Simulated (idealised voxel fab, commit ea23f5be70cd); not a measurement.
process module | voxel tone inversion
cross-section cut | 180 nm wide | cells 5 nm
A cross-section is a grid of square cells, given in bands from the top down. A band is one or more rows of cells.
Each band's line starts with the height of the band's top and of its bottom, in nm. Then come its materials from left to right, each with its width in nm. One material with "throughout" fills the band from edge to edge. "air" is empty space.
Height 0 is the level under which the wafer as received is all one material. The lowest band goes on downwards, as in "0 down".
A width such as "30 to 40" changes by the same amount from each row of cells to the next, from the band's top row to its bottom row.
"no change" after a step means that no cell of the cross-section changed.
closed voids: empty space of 8 cells or more with no open way to the top, each as width x height at its distance from the left edge, in nm
after a step's settings: what the simulator itself notes on the step
overlay nm, on a step with a mask: how far to the right of its planned place the mask lay; to the left if negative
plan
1 op RECEIVE | material Si
2 op CONFORMAL_DEP | material SiCN | thk nm 10
3 op DIRECTIONAL_DEP | material polySi | thk nm 25
4 op PATTERN | tone cover | mask id POSTS | material resist | width nm 15 | pitch nm 35 | thk nm 30 | overlay nm -15
5 op DIRECTIONAL_ETCH | etch materials polySi | depth nm 25
6 op STRIP | etch materials resist
7 op FILL_DEP | material SiO2 | thk nm 5
8 op CMP | height nm 35
9 op STRIP | etch materials polySi
10 op CONFORMAL_DEP | material TiN | thk nm 5
11 op FILL_DEP | material W | thk nm 10
12 op CMP | height nm 35
13 op CONFORMAL_DEP | material SiCN | thk nm 5
varied across the wafers: overlay nm of step 4. The plan shows the first wafer's value. All wafers start alike
first wafer as received, after step 1
  0 down: Si throughout
  closed voids: none
each wafer at the end: cells of each material gained (+) or lost (-) since it was received, then its closed voids
overlay nm -15 | +108 SiCN | +150 SiO2 | +22 TiN | +8 W | closed voids: none
overlay nm -10 | +108 SiCN | +150 SiO2 | +22 TiN | +8 W | closed voids: none
overlay nm -5 | +108 SiCN | +150 SiO2 | +22 TiN | +8 W | closed voids: none
overlay nm 0 | +108 SiCN | +150 SiO2 | +22 TiN | +8 W | closed voids: none
overlay nm 5 | +108 SiCN | +150 SiO2 | +22 TiN | +8 W | closed voids: none
overlay nm 10 | +108 SiCN | +150 SiO2 | +22 TiN | +8 W | closed voids: none
overlay nm 15 | +108 SiCN | +150 SiO2 | +22 TiN | +8 W | closed voids: none
